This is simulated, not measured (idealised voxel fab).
The name of this process module is voxel air gaps.
cross-section cut | 250 nm wide | cells 5 nm
Cross-sections here: square-cell grids, written as top-down lists of bands, a band being one or more rows of cells. Heights first: top, then bottom, in nm. Then materials, left to right, each with a width in nm. "all across" on a single material: fills the band edge to edge. "empty": empty space. Heads up on the height convention: 0 is the point under which the incoming wafer is all one material, and the lowest band has no bottom, it just keeps going down, like "z 0 and below". It should be noted that a width expressed as "30 to 40" varies in equal increments from row to row of cells within the band, taking the value of the first number at the top row and that of the second number at the bottom row. Any step labelled "nothing altered" changed none of the cells in the cross-section. Heads up: "Closed internal cavities" only lists the empty pockets with no open path to the top that are 8 cells or more, and it writes them as width x height at distance, distance from the left edge, in nm. It should be noted that, on the line of a given step, the content following the step's settings is a remark produced by the simulator itself with respect to that step. "overlay nm" denotes, for a step that has a mask, the displacement of the mask to the right of its planned place, with negative values corresponding to the left.

Below is the list of planned process steps
- 1: RECEIVE: material Si
- 2: CONFORMAL_DEP: material SiO2, thk nm 10
- 3: CONFORMAL_DEP: material SiN, thk nm 5
- 4: DIRECTIONAL_DEP: material SiO2, thk nm 35
- 5: DIRECTIONAL_DEP: material aC, thk nm 10
- 6: PATTERN: tone open, mask id LINES, material resist, width nm 15, pitch nm 45, thk nm 25, overlay nm 0
- 7: DIRECTIONAL_ETCH: etch materials aC, depth nm 10
- 8: STRIP: etch materials resist
- 9: DIRECTIONAL_ETCH: etch materials SiO2, depth nm 35
- 10: STRIP: etch materials aC
- 11: CONFORMAL_DEP: material TiN, thk nm 5
- 12: FILL_DEP: material W, thk nm 5
- 13: CMP: height nm 50
- 14: EPI: material Ru, thk nm 10
- 15: SELECTIVE_ETCH: etch materials SiO2, depth nm 45
- 16: CONFORMAL_DEP: material SiN, thk nm 5

Wafer at receipt (post step 1), cross-section
    z 0 and below  Si all across
    Closed internal cavities: none

Look at the cross-section after the module: the wafer started out the way shown above and the plan was the one shown above, yet one mistake was made along the way
    z 55 to 45  SiN all across
    z 45 to 0  SiO2 all across
    z 0 and below  Si all across
    Closed internal cavities: none
Misprocessing identified: it was found that steps 3 and 4 of the process plan had been performed in exchanged positions
